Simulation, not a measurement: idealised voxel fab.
Module name: voxel wiring stack (process module)
Square cell edge 5 nm, section width 195 nm, ID cut.
We lay out every cross-section as a grid of square cells and spell it out in bands from the top down, where one band means one or more rows of cells.
Top, bottom (nm), then materials left to right with widths (nm); lone material tagged "throughout" fills the whole band edge to edge; "blank" = empty space.
Heads up on the height convention: 0 is the point under which the incoming wafer is all one material, and the lowest band has no bottom, it just keeps going down, like "top 0, no bottom".
The expression "30->40" gives the width at the extremes of the band, the first number at its top row of cells and the second at its bottom row, with the width changing by equal amounts from each row to the next in between.
No cell of the cross-section changed in a step that is given as "remains unaltered".
Voids not open to the top, 8 cells minimum: see "Enclosed void catalog". Written width x height at distance; distance is from the left edge; nm.
On a step's line, text after the settings is the simulator commenting on that step.
"overlay nm" on a masked step: distance the mask lay right of its planned place, negative for left.

-- This section lists the process steps that were planned
| 1 | op RECEIVE | material Si |
| 2 | op CONFORMAL_DEP | material SiO2 | thk nm 10 |
| 3 | op CONFORMAL_DEP | material SiCN | thk nm 5 |
| 4 | op DIRECTIONAL_DEP | material SiO2 | thk nm 15 |
| 5 | op PATTERN | tone open | mask id METAL_1 | material resist | width nm 25 | pitch nm 55 | thk nm 15 | overlay nm 0 |
| 6 | op DIRECTIONAL_ETCH | etch materials SiO2 | depth nm 15 |
| 7 | op DIRECTIONAL_ETCH | etch materials SiCN | depth nm 5 |
| 8 | op STRIP | etch materials resist |
| 9 | op CONFORMAL_DEP | material TiN | thk nm 5 |
| 10 | op FILL_DEP | material W | thk nm 5 |
| 11 | op CMP | height nm 30 |
| 12 | op CONFORMAL_DEP | material SiCN | thk nm 5 |
| 13 | op DIRECTIONAL_DEP | material lowk | thk nm 15 |
| 14 | op PATTERN | tone open | mask id PLUG_1 | material resist | width nm 15 | pitch nm 55 | thk nm 15 | overlay nm 0 |
| 15 | op DIRECTIONAL_ETCH | etch materials lowk | depth nm 15 |
| 16 | op DIRECTIONAL_ETCH | etch materials SiCN | depth nm 5 |
| 17 | op STRIP | etch materials resist |
| 18 | op CONFORMAL_DEP | material TiN | thk nm 5 |
| 19 | op FILL_DEP | material Ru | thk nm 10 |
| 20 | op CMP | height nm 50 |
| 21 | op DIRECTIONAL_DEP | material TiN | thk nm 5 |
| 22 | op DIRECTIONAL_DEP | material W | thk nm 15 |
| 23 | op DIRECTIONAL_DEP | material aC | thk nm 10 |
| 24 | op PATTERN | tone cover | mask id METAL_2 | material resist | width nm 25 | pitch nm 55 | thk nm 25 | overlay nm 0 |
| 25 | op DIRECTIONAL_ETCH | etch materials aC | depth nm 10 |
| 26 | op STRIP | etch materials resist |
| 27 | op DIRECTIONAL_ETCH | etch materials W | depth nm 15 |
| 28 | op DIRECTIONAL_ETCH | etch materials TiN | depth nm 5 |
| 29 | op STRIP | etch materials aC |
| 30 | op CONFORMAL_DEP | material SiN | thk nm 5 |
| 31 | op FILL_DEP | material SiO2 | thk nm 5 |
| 32 | op CMP | height nm 70 |
| 33 | op CONFORMAL_DEP | material SiCN | thk nm 5 |
| 34 | op DIRECTIONAL_DEP | material lowk | thk nm 25 |
| 35 | op MASKED_ETCH | tone open | mask id METAL_3_HOLES | width nm 15 | etch materials lowk | depth nm 25 | overlay nm 0 |
| 36 | op PATTERN | tone open | mask id METAL_3 | material resist | width nm 25 | pitch nm 55 | thk nm 20 | overlay nm 0 |
| 37 | op DIRECTIONAL_ETCH | etch materials lowk | depth nm 15 |
| 38 | op DIRECTIONAL_ETCH | etch materials SiCN | depth nm 5 |
| 39 | op STRIP | etch materials resist |
| 40 | op CONFORMAL_DEP | material TiN | thk nm 5 |
| 41 | op FILL_DEP | material Cu | thk nm 10 |
| 42 | op CMP | height nm 100 |
| 43 | op CONFORMAL_DEP | material SiCN | thk nm 5 |

-- First wafer, two in total, run as planned

-- Cross-section of the incoming wafer, state after step 1
> top 0, no bottom | Si throughout
> Enclosed void catalog: none

-- How the wafer stands in section after step 2
> top 10, bottom 0 | SiO2 throughout
> Rest of section, below 0: as before.

-- How the wafer stands in section after step 3
> top 15, bottom 10 | SiCN throughout
> Rest of section, below 10: as before.

-- How the wafer stands in section after step 4
> top 30, bottom 15 | SiO2 throughout
> Rest of section, below 15: as before.

-- How the wafer stands in section after step 5
> top 45, bottom 30 | 55 of resist / 25 of blank / 30 of resist / 25 of blank / 60 of resist
> Rest of section, below 30: as before.

-- How the wafer stands in section after step 6
> top 45, bottom 30 | 55 of resist / 25 of blank / 30 of resist / 25 of blank / 60 of resist
> top 30, bottom 15 | 55 of SiO2 / 25 of blank / 30 of SiO2 / 25 of blank / 60 of SiO2
> Rest of section, below 15: as before.

-- How the wafer stands in section after step 7
> top 45, bottom 30 | 55 of resist / 25 of blank / 30 of resist / 25 of blank / 60 of resist
> top 30, bottom 15 | 55 of SiO2 / 25 of blank / 30 of SiO2 / 25 of blank / 60 of SiO2
> top 15, bottom 10 | 55 of SiCN / 25 of blank / 30 of SiCN / 25 of blank / 60 of SiCN
> Rest of section, below 10: as before.

-- How the wafer stands in section after step 8
> top 30, bottom 15 | 55 of SiO2 / 25 of blank / 30 of SiO2 / 25 of blank / 60 of SiO2
> Rest of section, below 15: as before.

-- How the wafer stands in section after step 9
> top 35, bottom 30 | 60 of TiN / 15 of blank / 40 of TiN / 15 of blank / 65 of TiN
> top 30, bottom 15 | 55 of SiO2 / 5 of TiN / 15 of blank / 5 of TiN / 30 of SiO2 / 5 of TiN / 15 of blank / 5 of TiN / 60 of SiO2
> top 15, bottom 10 | 55 of SiCN / 25 of TiN / 30 of SiCN / 25 of TiN / 60 of SiCN
> Rest of section, below 10: as before.

-- How the wafer stands in section after step 10
> top 40, bottom 35 | W throughout
> top 35, bottom 30 | 60 of TiN / 15 of W / 40 of TiN / 15 of W / 65 of TiN
> top 30, bottom 15 | 55 of SiO2 / 5 of TiN / 15 of W / 5 of TiN / 30 of SiO2 / 5 of TiN / 15 of W / 5 of TiN / 60 of SiO2
> Rest of section, below 15: as before.

-- How the wafer stands in section after step 11
> top 30, bottom 15 | 55 of SiO2 / 5 of TiN / 15 of W / 5 of TiN / 30 of SiO2 / 5 of TiN / 15 of W / 5 of TiN / 60 of SiO2
> Rest of section, below 15: as before.

-- How the wafer stands in section after step 12
> top 35, bottom 30 | SiCN throughout
> Rest of section, below 30: as before.

-- How the wafer stands in section after step 13
> top 50, bottom 35 | lowk throughout
> Rest of section, below 35: as before.

-- How the wafer stands in section after step 14
> top 65, bottom 50 | 55 of resist / 15 of blank / 40 of resist / 15 of blank / 70 of resist
> Rest of section, below 50: as before.

-- How the wafer stands in section after step 15
> top 65, bottom 50 | 55 of resist / 15 of blank / 40 of resist / 15 of blank / 70 of resist
> top 50, bottom 35 | 55 of lowk / 15 of blank / 40 of lowk / 15 of blank / 70 of lowk
> Rest of section, below 35: as before.

-- How the wafer stands in section after step 16
> top 65, bottom 50 | 55 of resist / 15 of blank / 40 of resist / 15 of blank / 70 of resist
> top 50, bottom 35 | 55 of lowk / 15 of blank / 40 of lowk / 15 of blank / 70 of lowk
> top 35, bottom 30 | 55 of SiCN / 15 of blank / 40 of SiCN / 15 of blank / 70 of SiCN
> Rest of section, below 30: as before.

-- How the wafer stands in section after step 17
> top 50, bottom 35 | 55 of lowk / 15 of blank / 40 of lowk / 15 of blank / 70 of lowk
> Rest of section, below 35: as before.

-- How the wafer stands in section after step 18
> top 55, bottom 50 | 60 of TiN / 5 of blank / 50 of TiN / 5 of blank / 75 of TiN
> top 50, bottom 35 | 55 of lowk / 5 of TiN / 5 of blank / 5 of TiN / 40 of lowk / 5 of TiN / 5 of blank / 5 of TiN / 70 of lowk
> top 35, bottom 30 | 55 of SiCN / 15 of TiN / 40 of SiCN / 15 of TiN / 70 of SiCN
> Rest of section, below 30: as before.

-- How the wafer stands in section after step 19
> top 65, bottom 55 | Ru throughout
> top 55, bottom 50 | 60 of TiN / 5 of Ru / 50 of TiN / 5 of Ru / 75 of TiN
> top 50, bottom 35 | 55 of lowk / 5 of TiN / 5 of Ru / 5 of TiN / 40 of lowk / 5 of TiN / 5 of Ru / 5 of TiN / 70 of lowk
> Rest of section, below 35: as before.

-- How the wafer stands in section after step 20
> top 50, bottom 35 | 55 of lowk / 5 of TiN / 5 of Ru / 5 of TiN / 40 of lowk / 5 of TiN / 5 of Ru / 5 of TiN / 70 of lowk
> Rest of section, below 35: as before.

-- How the wafer stands in section after step 21
> top 55, bottom 50 | TiN throughout
> Rest of section, below 50: as before.

-- How the wafer stands in section after step 22
> top 70, bottom 55 | W throughout
> Rest of section, below 55: as before.

-- How the wafer stands in section after step 23
> top 80, bottom 70 | aC throughout
> Rest of section, below 70: as before.

-- How the wafer stands in section after step 24
> top 105, bottom 80 | 55 of blank / 25 of resist / 30 of blank / 25 of resist / 60 of blank
> Rest of section, below 80: as before.

-- How the wafer stands in section after step 25
> top 95, bottom 80 | 55 of blank / 25 of resist / 30 of blank / 25 of resist / 60 of blank
> top 80, bottom 70 | 55 of blank / 25 of aC / 30 of blank / 25 of aC / 60 of blank
> Rest of section, below 70: as before.

-- How the wafer stands in section after step 26
> top 80, bottom 70 | 55 of blank / 25 of aC / 30 of blank / 25 of aC / 60 of blank
> Rest of section, below 70: as before.

-- How the wafer stands in section after step 27
> top 80, bottom 70 | 55 of blank / 25 of aC / 30 of blank / 25 of aC / 60 of blank
> top 70, bottom 55 | 55 of blank / 25 of W / 30 of blank / 25 of W / 60 of blank
> Rest of section, below 55: as before.

-- How the wafer stands in section after step 28
> top 80, bottom 70 | 55 of blank / 25 of aC / 30 of blank / 25 of aC / 60 of blank
> top 70, bottom 55 | 55 of blank / 25 of W / 30 of blank / 25 of W / 60 of blank
> top 55, bottom 50 | 55 of blank / 25 of TiN / 30 of blank / 25 of TiN / 60 of blank
> Rest of section, below 50: as before.

-- How the wafer stands in section after step 29
> top 70, bottom 55 | 55 of blank / 25 of W / 30 of blank / 25 of W / 60 of blank
> Rest of section, below 55: as before.

-- How the wafer stands in section after step 30
> top 75, bottom 70 | 50 of blank / 35 of SiN / 20 of blank / 35 of SiN / 55 of blank
> top 70, bottom 55 | 50 of blank / 5 of SiN / 25 of W / 5 of SiN / 20 of blank / 5 of SiN / 25 of W / 5 of SiN / 55 of blank
> top 55, bottom 50 | 55 of SiN / 25 of TiN / 30 of SiN / 25 of TiN / 60 of SiN
> Rest of section, below 50: as before.

-- How the wafer stands in section after step 31
> top 80, bottom 75 | SiO2 throughout
> top 75, bottom 70 | 50 of SiO2 / 35 of SiN / 20 of SiO2 / 35 of SiN / 55 of SiO2
> top 70, bottom 55 | 50 of SiO2 / 5 of SiN / 25 of W / 5 of SiN / 20 of SiO2 / 5 of SiN / 25 of W / 5 of SiN / 55 of SiO2
> Rest of section, below 55: as before.

-- How the wafer stands in section after step 32
> top 70, bottom 55 | 50 of SiO2 / 5 of SiN / 25 of W / 5 of SiN / 20 of SiO2 / 5 of SiN / 25 of W / 5 of SiN / 55 of SiO2
> Rest of section, below 55: as before.

-- How the wafer stands in section after step 33
> top 75, bottom 70 | SiCN throughout
> Rest of section, below 70: as before.

-- How the wafer stands in section after step 34
> top 100, bottom 75 | lowk throughout
> Rest of section, below 75: as before.

-- How the wafer stands in section after step 35
> top 100, bottom 75 | 55 of lowk / 15 of blank / 125 of lowk
> Rest of section, below 75: as before.

-- How the wafer stands in section after step 36
> top 120, bottom 100 | 55 of resist / 25 of blank / 30 of resist / 25 of blank / 60 of resist
> Rest of section, below 100: as before.

-- How the wafer stands in section after step 37
> top 120, bottom 100 | 55 of resist / 25 of blank / 30 of resist / 25 of blank / 60 of resist
> top 100, bottom 85 | 55 of lowk / 25 of blank / 30 of lowk / 25 of blank / 60 of lowk
> Rest of section, below 85: as before.

-- How the wafer stands in section after step 38
> top 120, bottom 100 | 55 of resist / 25 of blank / 30 of resist / 25 of blank / 60 of resist
> top 100, bottom 85 | 55 of lowk / 25 of blank / 30 of lowk / 25 of blank / 60 of lowk
> top 85, bottom 75 | 55 of lowk / 15 of blank / 125 of lowk
> top 75, bottom 70 | 55 of SiCN / 15 of blank / 125 of SiCN
> Rest of section, below 70: as before.

-- How the wafer stands in section after step 39
> top 100, bottom 85 | 55 of lowk / 25 of blank / 30 of lowk / 25 of blank / 60 of lowk
> Rest of section, below 85: as before.

-- How the wafer stands in section after step 40
> top 105, bottom 100 | 60 of TiN / 15 of blank / 40 of TiN / 15 of blank / 65 of TiN
> top 100, bottom 90 | 55 of lowk / 5 of TiN / 15 of blank / 5 of TiN / 30 of lowk / 5 of TiN / 15 of blank / 5 of TiN / 60 of lowk
> top 90, bottom 85 | 55 of lowk / 5 of TiN / 5 of blank / 15 of TiN / 30 of lowk / 25 of TiN / 60 of lowk
> top 85, bottom 75 | 55 of lowk / 5 of TiN / 5 of blank / 5 of TiN / 125 of lowk
> top 75, bottom 70 | 55 of SiCN / 15 of TiN / 125 of SiCN
> Rest of section, below 70: as before.

-- How the wafer stands in section after step 41
> top 115, bottom 105 | Cu throughout
> top 105, bottom 100 | 60 of TiN / 15 of Cu / 40 of TiN / 15 of Cu / 65 of TiN
> top 100, bottom 90 | 55 of lowk / 5 of TiN / 15 of Cu / 5 of TiN / 30 of lowk / 5 of TiN / 15 of Cu / 5 of TiN / 60 of lowk
> top 90, bottom 85 | 55 of lowk / 5 of TiN / 5 of Cu / 15 of TiN / 30 of lowk / 25 of TiN / 60 of lowk
> top 85, bottom 75 | 55 of lowk / 5 of TiN / 5 of Cu / 5 of TiN / 125 of lowk
> Rest of section, below 75: as before.

-- How the wafer stands in section after step 42
> top 100, bottom 90 | 55 of lowk / 5 of TiN / 15 of Cu / 5 of TiN / 30 of lowk / 5 of TiN / 15 of Cu / 5 of TiN / 60 of lowk
> Rest of section, below 90: as before.

-- How the wafer stands in section after step 43
> top 105, bottom 100 | SiCN throughout
> Rest of section, below 100: as before.

-- Second wafer, same starting conditions and recipe as the first, one mistake in executing it, nothing differs from the first up to and including step 13

-- Here is the second wafer in cross-section at the point where step 14 of the plan should have been done
> top 65, bottom 50 | 55 of blank / 15 of resist / 40 of blank / 15 of resist / 70 of blank
> Rest of section, below 50: as before.

-- Here is the second wafer in cross-section at the point where step 15 of the plan should have been done
> top 65, bottom 50 | 55 of blank / 15 of resist / 40 of blank / 15 of resist / 70 of blank
> top 50, bottom 35 | 55 of blank / 15 of lowk / 40 of blank / 15 of lowk / 70 of blank
> Rest of section, below 35: as before.

-- Here is the second wafer in cross-section at the point where step 16 of the plan should have been done
> top 65, bottom 50 | 55 of blank / 15 of resist / 40 of blank / 15 of resist / 70 of blank
> top 50, bottom 35 | 55 of blank / 15 of lowk / 40 of blank / 15 of lowk / 70 of blank
> top 35, bottom 30 | 55 of blank / 15 of SiCN / 40 of blank / 15 of SiCN / 70 of blank
> Rest of section, below 30: as before.

-- Here is the second wafer in cross-section at the point where step 17 of the plan should have been done
> top 50, bottom 35 | 55 of blank / 15 of lowk / 40 of blank / 15 of lowk / 70 of blank
> Rest of section, below 35: as before.

-- Here is the second wafer in cross-section at the point where step 18 of the plan should have been done
> top 55, bottom 50 | 50 of blank / 25 of TiN / 30 of blank / 25 of TiN / 65 of blank
> top 50, bottom 35 | 50 of blank / 5 of TiN / 15 of lowk / 5 of TiN / 30 of blank / 5 of TiN / 15 of lowk / 5 of TiN / 65 of blank
> top 35, bottom 30 | 55 of TiN / 15 of SiCN / 40 of TiN / 15 of SiCN / 70 of TiN
> Rest of section, below 30: as before.

-- Here is the second wafer in cross-section at the point where step 19 of the plan should have been done
> top 65, bottom 55 | Ru throughout
> top 55, bottom 50 | 50 of Ru / 25 of TiN / 30 of Ru / 25 of TiN / 65 of Ru
> top 50, bottom 35 | 50 of Ru / 5 of TiN / 15 of lowk / 5 of TiN / 30 of Ru / 5 of TiN / 15 of lowk / 5 of TiN / 65 of Ru
> Rest of section, below 35: as before.

-- Here is the second wafer in cross-section at the point where step 20 of the plan should have been done
> top 50, bottom 35 | 50 of Ru / 5 of TiN / 15 of lowk / 5 of TiN / 30 of Ru / 5 of TiN / 15 of lowk / 5 of TiN / 65 of Ru
> Rest of section, below 35: as before.

-- Here is the second wafer in cross-section at the point where step 21 of the plan should have been done
> top 55, bottom 50 | TiN throughout
> Rest of section, below 50: as before.

-- Here is the second wafer in cross-section at the point where step 22 of the plan should have been done
> top 70, bottom 55 | W throughout
> Rest of section, below 55: as before.

-- Here is the second wafer in cross-section at the point where step 23 of the plan should have been done
> top 80, bottom 70 | aC throughout
> Rest of section, below 70: as before.

-- Here is the second wafer in cross-section at the point where step 24 of the plan should have been done
> top 105, bottom 80 | 55 of blank / 25 of resist / 30 of blank / 25 of resist / 60 of blank
> Rest of section, below 80: as before.

-- Here is the second wafer in cross-section at the point where step 25 of the plan should have been done
> top 95, bottom 80 | 55 of blank / 25 of resist / 30 of blank / 25 of resist / 60 of blank
> top 80, bottom 70 | 55 of blank / 25 of aC / 30 of blank / 25 of aC / 60 of blank
> Rest of section, below 70: as before.

-- Here is the second wafer in cross-section at the point where step 26 of the plan should have been done
> top 80, bottom 70 | 55 of blank / 25 of aC / 30 of blank / 25 of aC / 60 of blank
> Rest of section, below 70: as before.

-- Here is the second wafer in cross-section at the point where step 27 of the plan should have been done
> top 80, bottom 70 | 55 of blank / 25 of aC / 30 of blank / 25 of aC / 60 of blank
> top 70, bottom 55 | 55 of blank / 25 of W / 30 of blank / 25 of W / 60 of blank
> Rest of section, below 55: as before.

-- Here is the second wafer in cross-section at the point where step 28 of the plan should have been done
> top 80, bottom 70 | 55 of blank / 25 of aC / 30 of blank / 25 of aC / 60 of blank
> top 70, bottom 55 | 55 of blank / 25 of W / 30 of blank / 25 of W / 60 of blank
> top 55, bottom 50 | 55 of blank / 25 of TiN / 30 of blank / 25 of TiN / 60 of blank
> Rest of section, below 50: as before.

-- Here is the second wafer in cross-section at the point where step 29 of the plan should have been done
> top 70, bottom 55 | 55 of blank / 25 of W / 30 of blank / 25 of W / 60 of blank
> Rest of section, below 55: as before.

-- Here is the second wafer in cross-section at the point where step 30 of the plan should have been done
> top 75, bottom 70 | 50 of blank / 35 of SiN / 20 of blank / 35 of SiN / 55 of blank
> top 70, bottom 55 | 50 of blank / 5 of SiN / 25 of W / 5 of SiN / 20 of blank / 5 of SiN / 25 of W / 5 of SiN / 55 of blank
> top 55, bottom 50 | 55 of SiN / 25 of TiN / 30 of SiN / 25 of TiN / 60 of SiN
> Rest of section, below 50: as before.

-- Here is the second wafer in cross-section at the point where step 31 of the plan should have been done
> top 80, bottom 75 | SiO2 throughout
> top 75, bottom 70 | 50 of SiO2 / 35 of SiN / 20 of SiO2 / 35 of SiN / 55 of SiO2
> top 70, bottom 55 | 50 of SiO2 / 5 of SiN / 25 of W / 5 of SiN / 20 of SiO2 / 5 of SiN / 25 of W / 5 of SiN / 55 of SiO2
> Rest of section, below 55: as before.

-- Here is the second wafer in cross-section at the point where step 32 of the plan should have been done
> top 70, bottom 55 | 50 of SiO2 / 5 of SiN / 25 of W / 5 of SiN / 20 of SiO2 / 5 of SiN / 25 of W / 5 of SiN / 55 of SiO2
> Rest of section, below 55: as before.

-- Here is the second wafer in cross-section at the point where step 33 of the plan should have been done
> top 75, bottom 70 | SiCN throughout
> Rest of section, below 70: as before.

-- Here is the second wafer in cross-section at the point where step 34 of the plan should have been done
> top 100, bottom 75 | lowk throughout
> Rest of section, below 75: as before.

-- Here is the second wafer in cross-section at the point where step 35 of the plan should have been done
> top 100, bottom 75 | 55 of lowk / 15 of blank / 125 of lowk
> Rest of section, below 75: as before.

-- Here is the second wafer in cross-section at the point where step 36 of the plan should have been done
> top 120, bottom 100 | 55 of resist / 25 of blank / 30 of resist / 25 of blank / 60 of resist
> Rest of section, below 100: as before.

-- Here is the second wafer in cross-section at the point where step 37 of the plan should have been done
> top 120, bottom 100 | 55 of resist / 25 of blank / 30 of resist / 25 of blank / 60 of resist
> top 100, bottom 85 | 55 of lowk / 25 of blank / 30 of lowk / 25 of blank / 60 of lowk
> Rest of section, below 85: as before.

-- Here is the second wafer in cross-section at the point where step 38 of the plan should have been done
> top 120, bottom 100 | 55 of resist / 25 of blank / 30 of resist / 25 of blank / 60 of resist
> top 100, bottom 85 | 55 of lowk / 25 of blank / 30 of lowk / 25 of blank / 60 of lowk
> top 85, bottom 75 | 55 of lowk / 15 of blank / 125 of lowk
> top 75, bottom 70 | 55 of SiCN / 15 of blank / 125 of SiCN
> Rest of section, below 70: as before.

-- Here is the second wafer in cross-section at the point where step 39 of the plan should have been done
> top 100, bottom 85 | 55 of lowk / 25 of blank / 30 of lowk / 25 of blank / 60 of lowk
> Rest of section, below 85: as before.

-- Here is the second wafer in cross-section at the point where step 40 of the plan should have been done
> top 105, bottom 100 | 60 of TiN / 15 of blank / 40 of TiN / 15 of blank / 65 of TiN
> top 100, bottom 90 | 55 of lowk / 5 of TiN / 15 of blank / 5 of TiN / 30 of lowk / 5 of TiN / 15 of blank / 5 of TiN / 60 of lowk
> top 90, bottom 85 | 55 of lowk / 5 of TiN / 5 of blank / 15 of TiN / 30 of lowk / 25 of TiN / 60 of lowk
> top 85, bottom 75 | 55 of lowk / 5 of TiN / 5 of blank / 5 of TiN / 125 of lowk
> top 75, bottom 70 | 55 of SiCN / 15 of TiN / 125 of SiCN
> Rest of section, below 70: as before.

-- Here is the second wafer in cross-section at the point where step 41 of the plan should have been done
> top 115, bottom 105 | Cu throughout
> top 105, bottom 100 | 60 of TiN / 15 of Cu / 40 of TiN / 15 of Cu / 65 of TiN
> top 100, bottom 90 | 55 of lowk / 5 of TiN / 15 of Cu / 5 of TiN / 30 of lowk / 5 of TiN / 15 of Cu / 5 of TiN / 60 of lowk
> top 90, bottom 85 | 55 of lowk / 5 of TiN / 5 of Cu / 15 of TiN / 30 of lowk / 25 of TiN / 60 of lowk
> top 85, bottom 75 | 55 of lowk / 5 of TiN / 5 of Cu / 5 of TiN / 125 of lowk
> Rest of section, below 75: as before.

-- Here is the second wafer in cross-section at the point where step 42 of the plan should have been done
> top 100, bottom 90 | 55 of lowk / 5 of TiN / 15 of Cu / 5 of TiN / 30 of lowk / 5 of TiN / 15 of Cu / 5 of TiN / 60 of lowk
> Rest of section, below 90: as before.

-- Here is the second wafer in cross-section at the point where step 43 of the plan should have been done
> top 105, bottom 100 | SiCN throughout
> Rest of section, below 100: as before.
Deviation from plan: step 14 was processed under conditions differing from the plan, specifically as op PATTERN | tone cover | mask id PLUG_1 | material resist | width nm 15 | pitch nm 55 | thk nm 15 | overlay nm 0
Upon completion, the second wafer contains, in terms of cells, a greater or smaller amount of certain materials than the first wafer: 81 more of Ru | 27 fewer of SiCN | 27 more of TiN | 81 fewer of lowk
